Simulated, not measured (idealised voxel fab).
process module | voxel capacitor over wiring
cross-section cut | 240 nm wide | cells 5 nm
A cross-section is a grid of square cells, given in bands from the top down. A band is one or more rows of cells.
Each band's line starts with the height of the band's top and of its bottom, in nm. Then come its materials from left to right, each with its width in nm. One material with "throughout" fills the band from edge to edge. "air" is empty space.
Height 0 is the level under which the wafer as received is all one material. The lowest band goes on downwards, as in "0 down".
A width such as "30 to 40" changes by the same amount from each row of cells to the next, from the band's top row to its bottom row.
"no change" after a step means that no cell of the cross-section changed.
closed voids: empty space of 8 cells or more with no open way to the top, each as width x height at its distance from the left edge, in nm
after a step's settings: what the simulator itself notes on the step
overlay nm, on a step with a mask: how far to the right of its planned place the mask lay; to the left if negative
plan
1 op RECEIVE | material Si
2 op CONFORMAL_DEP | material SiO2 | thk nm 10
3 op CONFORMAL_DEP | material SiCN | thk nm 5
4 op DIRECTIONAL_DEP | material lowk | thk nm 20
5 op DIRECTIONAL_DEP | material aC | thk nm 10
6 op PATTERN | tone open | mask id METAL_1 | material resist | width nm 30 | pitch nm 80 | thk nm 30 | overlay nm 0
7 op DIRECTIONAL_ETCH | etch materials aC | depth nm 10
8 op STRIP | etch materials resist
9 op DIRECTIONAL_ETCH | etch materials lowk | depth nm 20
10 op DIRECTIONAL_ETCH | etch materials SiCN | depth nm 5
11 op STRIP | etch materials aC
12 op CONFORMAL_DEP | material TiN | thk nm 5
13 op FILL_DEP | material Cu | thk nm 5
14 op CMP | height nm 35
15 op EPI | material Ru | thk nm 5
16 op FILL_DEP | material SiCN | thk nm 5
17 op DIRECTIONAL_DEP | material SiO2 | thk nm 20
18 op DIRECTIONAL_DEP | material aC | thk nm 15
19 op PATTERN | tone open | mask id PLUG_1 | material resist | width nm 15 | thk nm 35 | overlay nm 0
20 op DIRECTIONAL_ETCH | etch materials aC | depth nm 15
21 op STRIP | etch materials resist
22 op DIRECTIONAL_ETCH | etch materials SiO2 | depth nm 20
23 op DIRECTIONAL_ETCH | etch materials SiCN | depth nm 5
24 op STRIP | etch materials aC
25 op EPI | material Ru | thk nm 10
26 op EPI | material Ru | thk nm 10
27 op EPI | material Ru | thk nm 5
28 op DIRECTIONAL_DEP | material TiN | thk nm 5
29 op DIRECTIONAL_DEP | material SiN | thk nm 5
30 op DIRECTIONAL_DEP | material TiN | thk nm 10
31 op DIRECTIONAL_DEP | material aC | thk nm 15
32 op PATTERN | tone cover | mask id UPPER_PLATE | material resist | width nm 55 | thk nm 35 | overlay nm 0
33 op DIRECTIONAL_ETCH | etch materials aC | depth nm 15
34 op STRIP | etch materials resist
35 op DIRECTIONAL_ETCH | etch materials TiN | depth nm 10
36 op DIRECTIONAL_ETCH | etch materials SiN | depth nm 5
37 op STRIP | etch materials aC
38 op MASKED_ETCH | tone cover | mask id LOWER_PLATE | width nm 65 | etch materials TiN | depth nm 5 | overlay nm 0
39 op FILL_DEP | material SiO2 | thk nm 15
40 op CMP | height nm 95
41 op MASKED_ETCH | tone open | mask id PLUG_2 | width nm 15 | etch materials SiO2 | depth nm 10 | overlay nm 0
42 op CONFORMAL_DEP | material TiN | thk nm 5
43 op FILL_DEP | material Ru | thk nm 5
44 op CMP | height nm 95
45 op CONFORMAL_DEP | material SiN | thk nm 5
as received, after step 1
  0 down: Si throughout
  closed voids: none
a wafer at the end: this start, this plan, one mistake
  100 to 95: SiN throughout
  95 to 90: SiO2 90 | TiN 5 | Ru 5 | TiN 5 | SiO2 135
  90 to 85: SiO2 90 | TiN 15 | SiO2 135
  85 to 75: SiO2 95 | TiN 40 | SiO2 105
  75 to 70: SiO2 80 | TiN 15 | SiN 40 | SiO2 105
  70 to 65: SiO2 75 | TiN 65 | SiO2 100
  65 to 60: SiO2 80 | SiN 15 | SiO2 145
  60 to 55: SiO2 80 | TiN 15 | SiO2 145
  55 to 45: SiO2 80 | Ru 15 | SiO2 145
  45 to 40: SiCN 80 | Ru 15 | SiCN 145
  40 to 35: SiCN 60 | Ru 40 | SiCN 40 | Ru 40 | SiCN 60
  35 to 15: lowk 65 | TiN 5 | Cu 20 | TiN 5 | lowk 50 | TiN 5 | Cu 20 | TiN 5 | lowk 65
  15 to 10: SiCN 65 | TiN 30 | SiCN 50 | TiN 30 | SiCN 65
  10 to 0: SiO2 throughout
  0 down: Si throughout
  closed voids: none
what went wrong: one of the steps 25 and 26, which are alike, was left out
